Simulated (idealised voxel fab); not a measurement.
Title: Process Module voxel double patterning
Xsec cut, 180 nm wide, square cell size 5 nm.
How to read a cross-section here: the picture is a grid of square cells, written as bands going from the top down, and any band can span one or more rows of cells.
First you get the band's top height and its bottom height, in nm, and then the materials it's made of, left to right, with each width in nm. If you see a single material with "everywhere", that one covers the band edge to edge. "blank" is empty space.
All heights in this document are referenced to 0, defined as the level beneath which the wafer, as received, consists entirely of one material. The lowest band is not bounded below; it extends indefinitely downward and is written in the form "from 0 down".
The width entry "30 to 40" should be interpreted row by row: the top row of cells in the band takes the first number, the bottom row takes the second number, and the change between adjacent rows is uniform throughout.
"remained the same" means the step left every cell of the cross-section as it was.
"Closed void listing" enumerates empty spaces isolated from the top, with no open way to it, that contain at least 8 cells, giving each as width x height at distance from the left edge, all three in nm.
That trailing text on a step's line, after the settings, is the simulator's own remark on the step.
Each step line may optionally specify "overlay nm", which for a step with a mask gives the rightward distance between the mask's planned place and where it lay, a negative value indicating the leftward direction.

Below is the list of planned process steps
- 1: RECEIVE with material Si
- 2: CONFORMAL_DEP with material SiO2, thk nm 10
- 3: DIRECTIONAL_DEP with material polySi, thk nm 20
- 4: DIRECTIONAL_DEP with material SiN, thk nm 5
- 5: DIRECTIONAL_DEP with material aC, thk nm 10
- 6: PATTERN with tone open, mask id FIRST, material resist, width nm 15, pitch nm 50, thk nm 25, overlay nm 0
- 7: DIRECTIONAL_ETCH with etch materials aC, depth nm 10
- 8: STRIP with etch materials resist
- 9: DIRECTIONAL_ETCH with etch materials SiN, depth nm 5
- 10: STRIP with etch materials aC
- 11: DIRECTIONAL_DEP with material aC, thk nm 15
- 12: PATTERN with tone open, mask id SECOND, material resist, width nm 15, pitch nm 50, thk nm 30, overlay nm 0
- 13: DIRECTIONAL_ETCH with etch materials aC, depth nm 15
- 14: STRIP with etch materials resist
- 15: DIRECTIONAL_ETCH with etch materials SiN, depth nm 5
- 16: STRIP with etch materials aC
- 17: DIRECTIONAL_ETCH with etch materials polySi, depth nm 20
- 18: STRIP with etch materials SiN

This is the cross-section of the wafer as we received it, i.e. after step 1
from 0 down = Si everywhere
Closed void listing: none

First of two wafers: cross-section at end of module, run per plan
from 30 to 10 = polySi 30, then blank 15, then polySi 10, then blank 15, then polySi 10, then blank 15, then polySi 10, then blank 15, then polySi 10, then blank 15, then polySi 35
from 10 to 0 = SiO2 everywhere
from 0 down = Si everywhere
Closed void listing: none

Cross-section at end of module for the second wafer of two, which matched the first in starting point and plan and differed by one mistake in its processing
from 30 to 10 = polySi 25, then blank 25, then polySi 5, then blank 15, then polySi 5, then blank 25, then polySi 5, then blank 15, then polySi 5, then blank 25, then polySi 30
from 10 to 0 = SiO2 everywhere
from 0 down = Si everywhere
Closed void listing: none
Where did the run depart from the plan? step 6 was processed under conditions differing from the plan, specifically as PATTERN with tone open, mask id FIRST, material resist, width nm 25, pitch nm 50, thk nm 25, overlay nm 0
Final tally in cells, some materials are higher or lower on the second wafer than on the first: 24 fewer of polySi
